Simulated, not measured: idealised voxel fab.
This section sets out a process module, namely voxel self aligned contacts.
cross-section cut | 240 nm wide | cells 5 nm
Format of a cross-section: grid, square cells. Given as bands. Order: top down. Band: one or more rows of cells. First you get the band's top height and its bottom height, in nm, and then the materials it's made of, left to right, with each width in nm. If you see a single material with "edge to edge", that one covers the band edge to edge. "blank" is empty space. A quick word on heights: they are counted from 0, and under that level the wafer as it came to us is one material throughout. The lowest band is different from the rest in having no bottom; it simply continues downward, written as in "from 0 down". Top row gets the first number, bottom row gets the second, and each row in between changes by the same step: that is how a band width like "30..40" works. What does "nothing changed" mean for a step? It means no cell of the cross-section changed in that step. "Closed cavities" enumerates empty spaces isolated from the top, with no open way to it, that contain at least 8 cells, giving each as width x height at distance from the left edge, all three in nm. Formally, on a step line, whatever follows the settings is a remark that the simulator itself makes on the step. The line of a step may include "overlay nm". On a step with a mask, this value is how far to the right of its planned place the mask lay. A negative value means the mask lay to the left.
### The following list gives the planned process steps
1) RECEIVE: material Si
2) OXIDIZE: depth nm 5
3) DIRECTIONAL_DEP: material polySi, thk nm 30
4) DIRECTIONAL_DEP: material SiN, thk nm 20
5) DIRECTIONAL_DEP: material aC, thk nm 10
6) PATTERN: tone cover, mask id GATE, material resist, width nm 25, pitch nm 65, thk nm 30, overlay nm -15
7) DIRECTIONAL_ETCH: etch materials aC, depth nm 10
8) STRIP: etch materials resist
9) DIRECTIONAL_ETCH: etch materials SiN, depth nm 20
10) DIRECTIONAL_ETCH: etch materials polySi, depth nm 30
11) STRIP: etch materials aC
12) CONFORMAL_DEP: material SiN, thk nm 10
13) DIRECTIONAL_ETCH: etch materials SiN, depth nm 10
14) FILL_DEP: material SiO2, thk nm 15
15) CMP: height nm 60
16) DIRECTIONAL_DEP: material aC, thk nm 10
17) PATTERN: tone open, mask id CONTACT, material resist, width nm 50, thk nm 25, overlay nm 0
18) DIRECTIONAL_ETCH: etch materials aC, depth nm 10
19) STRIP: etch materials resist
20) DIRECTIONAL_ETCH: etch materials SiO2, depth nm 65
21) STRIP: etch materials aC
22) CONFORMAL_DEP: material TiN, thk nm 5
23) FILL_DEP: material W, thk nm 5
24) CMP: height nm 60
25) CONFORMAL_DEP: material SiN, thk nm 5
The value of overlay nm given for step 6 in the plan refers to the first wafer; the wafers vary in this setting and are alike at the start.
### As received, i.e. after step 1: cross-section through the first of several wafers
  from 0 down = Si edge to edge
  Closed cavities: none
### For your reference, the table is organized with a row per wafer; each row reflects the wafer at the end of the module, indicating for each material the cells gained (+) or lost (-) since receipt, and thereafter its closed voids
overlay nm -15; -48 Si; +168 SiN; +380 SiO2; +34 TiN; +30 W; +60 polySi; Closed cavities: none
overlay nm -10; -48 Si; +168 SiN; +380 SiO2; +34 TiN; +30 W; +60 polySi; Closed cavities: none
overlay nm -5; -48 Si; +168 SiN; +380 SiO2; +34 TiN; +30 W; +60 polySi; Closed cavities: none
overlay nm 0; -48 Si; +168 SiN; +380 SiO2; +34 TiN; +30 W; +60 polySi; Closed cavities: none
overlay nm 5; -48 Si; +168 SiN; +380 SiO2; +34 TiN; +30 W; +60 polySi; Closed cavities: none
overlay nm 10; -48 Si; +168 SiN; +380 SiO2; +34 TiN; +30 W; +60 polySi; Closed cavities: none
overlay nm 15; -48 Si; +168 SiN; +380 SiO2; +34 TiN; +30 W; +60 polySi; Closed cavities: none
